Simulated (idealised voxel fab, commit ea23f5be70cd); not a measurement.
This section sets out a process module, namely voxel ribs on slabs.
We display cut, a cross-section 290 nm in width whose square cells are each 5 nm.
A cross-section is written here as square cells arranged in a grid, and it is given in bands from the top down, each band taking up one or more rows of cells. Each band's line starts with the height of the band's top and of its bottom, in nm. Then come its materials from left to right, each with its width in nm. One material with "all across" fills the band from edge to edge. "empty" is empty space. Heads up on the height convention: 0 is the point under which the incoming wafer is all one material, and the lowest band has no bottom, it just keeps going down, like "0..down". Think of "30 to 40" as a width that walks from the first number to the second as you go down the band, top row to bottom row, taking equal-sized steps from row to row. "no alteration" for a step: no cell of the cross-section changed in that step. Enclosed voids (no open way to top), threshold 8 cells or more, entry "Trapped voids", notation width x height at distance, distance from left edge, nm. Read whatever lies past the settings on a step's line as the simulator's own remark about the step. overlay nm: on a step with a mask, how far right of its planned place the mask lay; negative means left.

# plan
- 1: RECEIVE (material Si)
- 2: DIRECTIONAL_DEP (material SiO2; thk nm 25)
- 3: DIRECTIONAL_DEP (material SiN; thk nm 15)
- 4: PATTERN (tone cover; mask id RIB; material resist; width nm 30; thk nm 15; overlay nm 0)
- 5: DIRECTIONAL_ETCH (etch materials SiN; depth nm 10)
- 6: STRIP (etch materials resist)
- 7: DIRECTIONAL_DEP (material aC; thk nm 15)
- 8: PATTERN (tone cover; mask id SLAB; material resist; width nm 60; thk nm 30; overlay nm 0)
- 9: DIRECTIONAL_ETCH (etch materials aC; depth nm 15)
- 10: STRIP (etch materials resist)
- 11: DIRECTIONAL_ETCH (etch materials SiN; depth nm 10)
- 12: STRIP (etch materials aC)
- 13: FILL_DEP (material SiO2; thk nm 25)
- 14: CMP (height nm 65)
- 15: DIRECTIONAL_DEP (material TiN; thk nm 5)
- 16: PATTERN (tone cover; mask id HEATER; material resist; width nm 40; thk nm 15; overlay nm 0)
- 17: DIRECTIONAL_ETCH (etch materials TiN; depth nm 5)
- 18: STRIP (etch materials resist)
- 19: CONFORMAL_DEP (material SiO2; thk nm 5)
Be aware that, although all wafers share a common starting state, the thk nm at step 3 differs among them, and the plan displays the first wafer's value.

# Cross-section of the first of several wafers on receipt, reflecting completion of step 1
  0..down: Si all across
  Trapped voids: none

# Below is a per-wafer table. In it, each row describes the wafer at the end of the module by giving, for each material, the number of cells gained (+) or lost (-) since the wafer was received, and after that the closed voids of the wafer
thk nm 15; +24 SiN; +790 SiO2; +8 TiN; Trapped voids: none
thk nm 20; +36 SiN; +778 SiO2; +8 TiN; Trapped voids: none
thk nm 25; +94 SiN; +720 SiO2; +8 TiN; Trapped voids: none
thk nm 30; +152 SiN; +662 SiO2; +8 TiN; Trapped voids: none
thk nm 35; +210 SiN; +604 SiO2; +8 TiN; Trapped voids: none
